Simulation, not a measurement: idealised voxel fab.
process module | voxel air gaps
cross-section cut | 255 nm wide | cells 5 nm
A cross-section is a grid of square cells, given in bands from the top down. A band is one or more rows of cells.
Each band's line starts with the height of the band's top and of its bottom, in nm. Then come its materials from left to right, each with its width in nm. One material with "throughout" fills the band from edge to edge. "air" is empty space.
Height 0 is the level under which the wafer as received is all one material. The lowest band goes on downwards, as in "0 down".
A width such as "30 to 40" changes by the same amount from each row of cells to the next, from the band's top row to its bottom row.
"no change" after a step means that no cell of the cross-section changed.
closed voids: empty space of 8 cells or more with no open way to the top, each as width x height at its distance from the left edge, in nm
after a step's settings: what the simulator itself notes on the step
overlay nm, on a step with a mask: how far to the right of its planned place the mask lay; to the left if negative
plan
1 op RECEIVE | material Si
2 op CONFORMAL_DEP | material SiO2 | thk nm 15
3 op CONFORMAL_DEP | material SiCN | thk nm 5
4 op DIRECTIONAL_DEP | material lowk | thk nm 30
5 op MASKED_ETCH | tone open | mask id LINES | width nm 20 | pitch nm 45 | etch materials lowk | depth nm 30 | overlay nm 0
6 op CONFORMAL_DEP | material TiN | thk nm 5
7 op FILL_DEP | material W | thk nm 10
8 op CMP | height nm 50
9 op EPI | material Ru | thk nm 10
10 op SELECTIVE_ETCH | etch materials lowk | depth nm 40
11 op CONFORMAL_DEP | material SiCN | thk nm 5
as received, after step 1
  0 down: Si throughout
  closed voids: none
a wafer at the end: this start, this plan, one mistake
  65 to 60: air 50 | SiCN 150 | air 55
  60 to 50: air 50 | SiCN 5 | Ru 140 | SiCN 5 | air 55
  50 to 45: air 50 | SiCN 15 | TiN 5 | W 20 | TiN 5 | lowk 15 | TiN 5 | W 20 | TiN 5 | lowk 15 | TiN 5 | W 20 | TiN 5 | SiCN 15 | air 55
  45 to 25: air 60 | SiCN 5 | TiN 5 | W 20 | TiN 5 | lowk 15 | TiN 5 | W 20 | TiN 5 | lowk 15 | TiN 5 | W 20 | TiN 5 | SiCN 5 | air 65
  25 to 20: SiCN 65 | TiN 30 | lowk 15 | TiN 30 | lowk 15 | TiN 30 | SiCN 70
  20 to 15: SiCN throughout
  15 to 0: SiO2 throughout
  0 down: Si throughout
  closed voids: none
what went wrong: step 5 ran as: op MASKED_ETCH | tone open | mask id LINES | width nm 30 | pitch nm 45 | etch materials lowk | depth nm 30 | overlay nm 0
